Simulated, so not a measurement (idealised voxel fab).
Process module heading - voxel spacer lines
FYI the section here is cut, 225 nm wide, cells are 5 nm squares.
In this document a cross-section is written as a grid of square cells. It is given as a series of bands, listed from the top down, and a band is one or more rows of cells. In this notation a band is specified by the heights of its top and bottom, in that order and in nm, after which its materials appear from left to right, each paired with its width in nm. The word "edge to edge" attached to a single material means that material fills the band from edge to edge; the word "air" stands for empty space. Basically, 0 is our baseline, since under it the wafer straight out of the box is all one material. The bottom band has no lower end and keeps on going down, so it looks like "0 down". It should be noted that a width expressed as "30..40" varies in equal increments from row to row of cells within the band, taking the value of the first number at the top row and that of the second number at the bottom row. Where the words "changes: none" appear for a step, the cross-section shows no cell changed by that step; every cell remained as before. "Entrapped voids" lists enclosed empty spaces (at least 8 cells, no open path upward to the top), each as width x height at distance from the left edge, in nm. Heads up: the bit after the settings on a step's line is the simulator's remark on that step. overlay nm, on a step with a mask: how far to the right of its planned place the mask lay; to the left if negative.
Process steps foreseen in the plan:
1. RECEIVE, material Si
2. CONFORMAL_DEP, material Al2O3, thk nm 10
3. DIRECTIONAL_DEP, material polySi, thk nm 15
4. DIRECTIONAL_DEP, material aC, thk nm 30
5. PATTERN, tone cover, mask id MANDREL, material resist, width nm 20, pitch nm 60, thk nm 35, overlay nm 0
6. DIRECTIONAL_ETCH, etch materials aC, depth nm 30
7. STRIP, etch materials resist
8. CONFORMAL_DEP, material SiO2, thk nm 10
9. DIRECTIONAL_ETCH, etch materials SiO2, depth nm 10
10. STRIP, etch materials aC
11. DIRECTIONAL_ETCH, etch materials polySi, depth nm 15
12. STRIP, etch materials SiO2
As-received wafer cross-section (after step 1):
  0 down: Si edge to edge
  Entrapped voids: none
Starting structure and process plan are as shown above, but one mistake was made in running the module; the wafer cross-section at the end of the module follows:
  25 to 10: 70 air / 20 polySi / 40 air / 20 polySi / 75 air
  10 to 0: Al2O3 edge to edge
  0 down: Si edge to edge
  Entrapped voids: none
Diagnosis: step 5 changed vs plan, executed as PATTERN, tone open, mask id MANDREL, material resist, width nm 20, pitch nm 60, thk nm 35, overlay nm 0
